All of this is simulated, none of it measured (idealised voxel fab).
process module | voxel tone inversion
cross-section cut | 270 nm wide | cells 5 nm
A cross-section is a grid of square cells, given in bands from the top down. A band is one or more rows of cells.
Each band's line starts with the height of the band's top and of its bottom, in nm. Then come its materials from left to right, each with its width in nm. One material with "throughout" fills the band from edge to edge. "air" is empty space.
Height 0 is the level under which the wafer as received is all one material. The lowest band goes on downwards, as in "0 down".
A width such as "30 to 40" changes by the same amount from each row of cells to the next, from the band's top row to its bottom row.
"no change" after a step means that no cell of the cross-section changed.
closed voids: empty space of 8 cells or more with no open way to the top, each as width x height at its distance from the left edge, in nm
after a step's settings: what the simulator itself notes on the step
overlay nm, on a step with a mask: how far to the right of its planned place the mask lay; to the left if negative
plan
1 op RECEIVE | material Si
2 op CONFORMAL_DEP | material SiCN | thk nm 5
3 op DIRECTIONAL_DEP | material aC | thk nm 20
4 op PATTERN | tone cover | mask id POSTS | material resist | width nm 20 | pitch nm 50 | thk nm 30 | overlay nm 0
5 op DIRECTIONAL_ETCH | etch materials aC | depth nm 20
6 op STRIP | etch materials resist
7 op FILL_DEP | material lowk | thk nm 5
8 op CMP | height nm 25
9 op STRIP | etch materials aC
10 op CONFORMAL_DEP | material TiN | thk nm 5
11 op FILL_DEP | material Ru | thk nm 5
12 op CMP | height nm 25
13 op CONFORMAL_DEP | material SiN | thk nm 5
as received, after step 1
  0 down: Si throughout
  closed voids: none
first wafer at the end, as planned
  30 to 25: SiN throughout
  25 to 10: lowk 100 | TiN 5 | Ru 10 | TiN 5 | lowk 30 | TiN 5 | Ru 10 | TiN 5 | lowk 100
  10 to 5: lowk 100 | TiN 20 | lowk 30 | TiN 20 | lowk 100
  5 to 0: SiCN throughout
  0 down: Si throughout
  closed voids: none
second wafer at the end: like start, like plan, one mistake
  30 to 25: SiN throughout
  25 to 10: lowk 95 | TiN 5 | Ru 10 | TiN 5 | lowk 30 | TiN 5 | Ru 10 | TiN 5 | lowk 105
  10 to 5: lowk 95 | TiN 20 | lowk 30 | TiN 20 | lowk 105
  5 to 0: SiCN throughout
  0 down: Si throughout
  closed voids: none
what went wrong: step 4 ran as: op PATTERN | tone cover | mask id POSTS | material resist | width nm 20 | pitch nm 50 | thk nm 30 | overlay nm -5
at the end the second wafer has, in cells: as many of each material as the first, in other places
